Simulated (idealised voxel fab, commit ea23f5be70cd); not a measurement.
Process module, titled voxel fin reveal
For reference, the cross-section in this document is cut, with width 230 nm and square cells of 5 nm.
Notation: cross-section as square-cell grid; stated in bands, top first, going down; one or more cell rows per band. A band entry consists of two parts. The first gives the height of the band's top and the height of its bottom, in nm. The rest lists the band's materials from left to right, each with its width in nm. A single material labelled with the word "throughout" fills the band from edge to edge, and the word "air" marks empty space. Convention: height 0 is the level below which the wafer, as received, is all one material. The lowest band does not terminate at the bottom but continues downward, represented as "0 and below". Per-row width for "30..40": begins at first number (top row of band), ends at second number (bottom row), increment between rows held constant. "no modifications", as given for a step, is the statement that not any cell of the cross-section underwent a change during that step. "Closed void entries" enumerates empty spaces isolated from the top, with no open way to it, that contain at least 8 cells, giving each as width x height at distance from the left edge, all three in nm. Note: text after step settings on the step line = simulator remark on that step. overlay nm, on a step with a mask: how far to the right of its planned place the mask lay; to the left if negative.

**The following list gives the planned process steps**
1 op RECEIVE | material Si
2 op CONFORMAL_DEP | material SiN | thk nm 5
3 op DIRECTIONAL_DEP | material aC | thk nm 15
4 op PATTERN | tone cover | mask id FINS | material resist | width nm 15 | pitch nm 35 | thk nm 35 | overlay nm 0
5 op DIRECTIONAL_ETCH | etch materials aC | depth nm 15
6 op STRIP | etch materials resist
7 op DIRECTIONAL_ETCH | etch materials SiN | depth nm 5
8 op DIRECTIONAL_ETCH | etch materials Si | depth nm 30
9 op STRIP | etch materials aC
10 op FILL_DEP | material SiO2 | thk nm 10
11 op CMP | height nm 5
12 op SELECTIVE_ETCH | etch materials SiO2 | depth nm 25
13 op STRIP | etch materials SiN
14 op CONFORMAL_DEP | material HfO2 | thk nm 5

**Cross-section of the wafer as it came to us, i.e., already through step 1**
> 0 and below | Si throughout
> Closed void entries: none

**Module complete - cross-section of the first of two wafers, run according to plan**
> 5 down to 0 | 65 air, then 25 HfO2, then 10 air, then 25 HfO2, then 10 air, then 25 HfO2, then 70 air
> 0 down to -15 | 65 air, then 5 HfO2, then 15 Si, then 5 HfO2, then 10 air, then 5 HfO2, then 15 Si, then 5 HfO2, then 10 air, then 5 HfO2, then 15 Si, then 5 HfO2, then 70 air
> -15 down to -20 | 70 HfO2, then 15 Si, then 20 HfO2, then 15 Si, then 20 HfO2, then 15 Si, then 75 HfO2
> -20 down to -30 | 70 SiO2, then 15 Si, then 20 SiO2, then 15 Si, then 20 SiO2, then 15 Si, then 75 SiO2
> -30 and below | Si throughout
> Closed void entries: none

**Wafer two, sectioned after the module: the first wafer's start, the first wafer's plan, and one mistake in how it was run**
> 5 down to 0 | 75 HfO2, then 5 air, then 30 HfO2, then 5 air, then 30 HfO2, then 5 air, then 80 HfO2
> 0 down to -15 | 70 Si, then 5 HfO2, then 5 air, then 5 HfO2, then 20 Si, then 5 HfO2, then 5 air, then 5 HfO2, then 20 Si, then 5 HfO2, then 5 air, then 5 HfO2, then 75 Si
> -15 down to -20 | 70 Si, then 15 HfO2, then 20 Si, then 15 HfO2, then 20 Si, then 15 HfO2, then 75 Si
> -20 down to -30 | 70 Si, then 15 SiO2, then 20 Si, then 15 SiO2, then 20 Si, then 15 SiO2, then 75 Si
> -30 and below | Si throughout
> Closed void entries: none
The plan and the run diverged here: step 4 went in with a setting other than planned; the actual run was op PATTERN | tone open | mask id FINS | material resist | width nm 15 | pitch nm 35 | thk nm 35 | overlay nm 0
Looking at both finished wafers in cells, the second ends up ahead of or behind the first on some materials: Si +168 | SiO2 -56
